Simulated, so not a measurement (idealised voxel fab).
The following is a process module called voxel double patterning.
It is cross-section cut that appears here, measuring 285 nm in width, its square cells being 5 nm in size.
Cross-section layout: square cells on a grid; listed as bands, top to bottom; a band spans one or more cell rows. What a band's entry tells you: where the top is and where the bottom is, as heights in nm, and after that what lies inside, material by material from left to right, each with its width in nm. Empty space is written as the word "empty", and a single material marked with the word "all across" occupies the band from edge to edge. It should be noted that heights are counted from 0, beneath which the wafer as supplied is of one material throughout, and that the lowest band possesses no lower boundary but continues downward, as written in "0 down". You'd read "30 to 40" like this: the band's top row of cells is as wide as the first number, its bottom row is as wide as the second, and going down, every row changes width by the same amount as the row before did. "no change" -> step changed no cross-section cell. Each empty space that has no open way to the top and spans at least 8 cells appears under "Non-vented voids" as width x height at distance, the distance counted from the left edge, all in nm. Step line, after settings: the simulator's comment on this step. Steps that use a mask can have "overlay nm" on their line. It says how far the mask sat to the right of where it was meant to be. Negative means to the left.
Process steps - plan
| 1 | RECEIVE with material Si |
| 2 | CONFORMAL_DEP with material SiO2, thk nm 5 |
| 3 | DIRECTIONAL_DEP with material polySi, thk nm 20 |
| 4 | DIRECTIONAL_DEP with material SiCN, thk nm 5 |
| 5 | MASKED_ETCH with tone open, mask id FIRST, width nm 15, pitch nm 50, etch materials SiCN, depth nm 5, overlay nm -15 |
| 6 | MASKED_ETCH with tone open, mask id SECOND, width nm 15, etch materials SiCN, depth nm 5, overlay nm 0 |
| 7 | DIRECTIONAL_ETCH with etch materials polySi, depth nm 20 |
| 8 | STRIP with etch materials SiCN |
The value of overlay nm given for step 5 in the plan refers to the first wafer; the wafers vary in this setting and are alike at the start.
The first of several wafers in cross-section, exactly as it reached us after step 1
    0 down: Si all across
    Non-vented voids: none
Basically each wafer gets a line in the table, showing it at the end of the module: material by material, the cells it gained (+) or lost (-) since we got it, then its closed voids
overlay nm -15; +57 SiO2; +196 polySi; Non-vented voids: none
overlay nm -10; +57 SiO2; +192 polySi; Non-vented voids: none
overlay nm -5; +57 SiO2; +192 polySi; Non-vented voids: none
overlay nm 0; +57 SiO2; +192 polySi; Non-vented voids: none
overlay nm 5; +57 SiO2; +192 polySi; Non-vented voids: none
overlay nm 10; +57 SiO2; +192 polySi; Non-vented voids: none
overlay nm 15; +57 SiO2; +196 polySi; Non-vented voids: none
